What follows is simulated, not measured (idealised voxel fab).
This section sets out a process module, namely voxel self aligned contacts.
Cross-section cut: width 160 nm, square cells of 5 nm.
In this document a cross-section is written as a grid of square cells. It is given as a series of bands, listed from the top down, and a band is one or more rows of cells.
This entry defines a band. It first specifies the height of the band's top and the height of its bottom in nm, and then specifies the band's materials from left to right, stating each material with its width in nm. The word "everywhere" identifies a single material that fills the band from edge to edge, while the word "air" identifies empty space.
The level at which height equals 0 is the one under which the wafer, as it arrives, is entirely one material. No lower edge exists for the bottom band, which continues downward and is notated as in "0 -> down".
Think of "30->40" as a width that walks from the first number to the second as you go down the band, top row to bottom row, taking equal-sized steps from row to row.
Reading "nothing was modified" for a step: not a cell of the cross-section changed in it.
In "Unvented voids" the enclosed voids are listed, meaning empty spaces of 8 cells or larger without any opening to the top. The form is width x height at distance, distance from the left edge, units nm.
On a step's line, text after the settings is the simulator commenting on that step.
Among the settings permitted on a step's line is "overlay nm"; applied to a step with a mask, it specifies the extent to which the mask lay to the right of its planned position, whereas a negative figure signifies a position to the left.
-- Process steps (planned)
1 RECEIVE,material Si
2 CONFORMAL_DEP,material SiO2,thk nm 5
3 DIRECTIONAL_DEP,material polySi,thk nm 30
4 DIRECTIONAL_DEP,material SiN,thk nm 20
5 MASKED_ETCH,tone cover,mask id GATE,width nm 30,pitch nm 60,etch materials SiN,depth nm 20,overlay nm 0
6 MASKED_ETCH,tone cover,mask id GATE,width nm 30,pitch nm 60,etch materials polySi,depth nm 30,overlay nm 0
7 CONFORMAL_DEP,material SiN,thk nm 5
8 DIRECTIONAL_ETCH,etch materials SiN,depth nm 5
9 FILL_DEP,material SiO2,thk nm 20
10 CMP,height nm 65
11 DIRECTIONAL_DEP,material aC,thk nm 10
12 PATTERN,tone open,mask id CONTACT,material resist,width nm 40,thk nm 25,overlay nm 0
13 DIRECTIONAL_ETCH,etch materials aC,depth nm 10
14 STRIP,etch materials resist
15 DIRECTIONAL_ETCH,etch materials SiO2,depth nm 65
16 STRIP,etch materials aC
17 CONFORMAL_DEP,material TiN,thk nm 5
18 FILL_DEP,material Ru,thk nm 5
19 CMP,height nm 65
20 CONFORMAL_DEP,material SiCN,thk nm 5
-- Cross-section of the wafer as it came to us, i.e., already through step 1
* 0 -> down | Si everywhere
* Unvented voids: none
-- Here's the cross-section of the first of our two wafers at the end of the module - it ran as planned
* 70 -> 65 | SiCN everywhere
* 65 -> 55 | SiO2=60; TiN=5->15; Ru=30->10; TiN=5->15; SiO2=60
* 55 -> 35 | SiO2=30; SiN=40; TiN=5; Ru=10; TiN=5; SiN=40; SiO2=30
* 35 -> 5 | SiO2=30; SiN=5; polySi=30; SiN=5; TiN=5; Ru=10; TiN=5; SiN=5; polySi=30; SiN=5; SiO2=30
* 5 -> 0 | SiO2=70; TiN=20; SiO2=70
* 0 -> down | Si everywhere
* Unvented voids: none
-- Second wafer of the two, sectioned at the end of the module. It began like the first and followed the same plan, but one mistake was made while running it
* 70 -> 65 | SiCN everywhere
* 65 -> 55 | SiO2=60; TiN=5; Ru=30; TiN=5; SiO2=60
* 55 -> 50 | SiO2=60; TiN=10; Ru=20; TiN=10; SiO2=60
* 50 -> 35 | SiO2=35; SiN=30; TiN=5; Ru=20; TiN=5; SiN=30; SiO2=35
* 35 -> 5 | SiO2=35; polySi=30; TiN=5; Ru=20; TiN=5; polySi=30; SiO2=35
* 5 -> 0 | SiO2=65; TiN=30; SiO2=65
* 0 -> down | Si everywhere
* Unvented voids: none
Short version of what went wrong: plan step 7 never ran because it was skipped
Final cells, second wafer relative to first, materials higher or lower: Ru: 24 more, SiN: 52 fewer, SiO2: 28 more
